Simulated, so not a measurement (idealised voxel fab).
Process module under the name voxel air gaps
The cross-section shown here is cut; it is 200 nm wide and divided into square cells measuring 5 nm on a side.
Format of a cross-section: grid, square cells. Given as bands. Order: top down. Band: one or more rows of cells.
Basically the band line says how high the top is and how high the bottom is, in nm, and then what's in it from left to right, every material with its width in nm. Empty space shows up as "air", and if a single material carries "everywhere" it runs the full band edge to edge.
Note: height 0 marks the level under which the wafer is uniformly one material as received. Lowest band unbounded below, written "from 0 down".
The notation "30 to 40" denotes a width that varies across the rows of cells in the band, beginning at the first number in the top row, finishing at the second number in the bottom row, and changing by an identical amount from each row to the next.
When a step is marked "nothing altered", none of the cells in the cross-section changed during that step.
In the "Trapped voids" entry, you get each enclosed empty space of 8 cells or more, one with no open way to the top, written width x height at distance, distance from the left edge, in nm.
Read whatever lies past the settings on a step's line as the simulator's own remark about the step.
For masked steps, "overlay nm" on the step line gives how far right of plan the mask actually lay; a minus sign means it lay to the left.
The following list gives the planned process steps
1) RECEIVE [material Si]
2) CONFORMAL_DEP [material SiO2] [thk nm 15]
3) CONFORMAL_DEP [material SiN] [thk nm 5]
4) DIRECTIONAL_DEP [material SiO2] [thk nm 35]
5) DIRECTIONAL_DEP [material aC] [thk nm 15]
6) PATTERN [tone open] [mask id LINES] [material resist] [width nm 15] [pitch nm 40] [thk nm 35] [overlay nm 0]
7) DIRECTIONAL_ETCH [etch materials aC] [depth nm 15]
8) STRIP [etch materials resist]
9) DIRECTIONAL_ETCH [etch materials SiO2] [depth nm 35]
10) STRIP [etch materials aC]
11) CONFORMAL_DEP [material TiN] [thk nm 5]
12) FILL_DEP [material W] [thk nm 5]
13) CMP [height nm 55]
14) EPI [material Ru] [thk nm 10]
15) SELECTIVE_ETCH [etch materials SiO2] [depth nm 45]
16) CONFORMAL_DEP [material SiCN] [thk nm 5]
Cross-sectional view of the wafer in its as-received condition, corresponding to the state after step 1
> from 0 down: Si everywhere
> Trapped voids: none
Post-module cross-section of the first of two wafers (run per plan)
> from 70 to 65: 35 air, 125 SiCN, 40 air
> from 65 to 55: 35 air, 5 SiCN, 35 Ru, 5 SiCN, 35 Ru, 5 SiCN, 35 Ru, 5 SiCN, 40 air
> from 55 to 50: 35 air, 15 SiCN, 5 TiN, 5 W, 5 TiN, 25 SiCN, 5 TiN, 5 W, 5 TiN, 25 SiCN, 5 TiN, 5 W, 5 TiN, 15 SiCN, 40 air
> from 50 to 25: 45 air, 5 SiCN, 5 TiN, 5 W, 5 TiN, 5 SiCN, 15 air, 5 SiCN, 5 TiN, 5 W, 5 TiN, 5 SiCN, 15 air, 5 SiCN, 5 TiN, 5 W, 5 TiN, 5 SiCN, 50 air
> from 25 to 20: 50 SiCN, 15 TiN, 25 SiCN, 15 TiN, 25 SiCN, 15 TiN, 55 SiCN
> from 20 to 15: SiN everywhere
> from 15 to 0: SiO2 everywhere
> from 0 down: Si everywhere
> Trapped voids: 15 x 25 at 70; 15 x 25 at 110
This cross-section belongs to the second wafer of two at the end of the module; the start and the plan were shared with the first, and the run included one mistake
> from 70 to 65: SiCN everywhere
> from 65 to 55: Ru everywhere
> from 55 to 50: 55 TiN, 5 W, 35 TiN, 5 W, 35 TiN, 5 W, 60 TiN
> from 50 to 25: 50 SiO2, 5 TiN, 5 W, 5 TiN, 25 SiO2, 5 TiN, 5 W, 5 TiN, 25 SiO2, 5 TiN, 5 W, 5 TiN, 55 SiO2
> from 25 to 20: 50 SiO2, 15 TiN, 25 SiO2, 15 TiN, 25 SiO2, 15 TiN, 55 SiO2
> from 20 to 15: SiN everywhere
> from 15 to 0: SiO2 everywhere
> from 0 down: Si everywhere
> Trapped voids: none
Nonconformance to the process plan: in deviation from the planned setting, step 4 was conducted as DIRECTIONAL_DEP [material SiO2] [thk nm 30]
At the finish, the second wafer shows more or fewer cells for some materials than the first does: +38 Ru, -70 SiCN, +186 SiO2, +31 TiN
Long story short, the first wafer ends with 2 closed voids and the second one with 0.
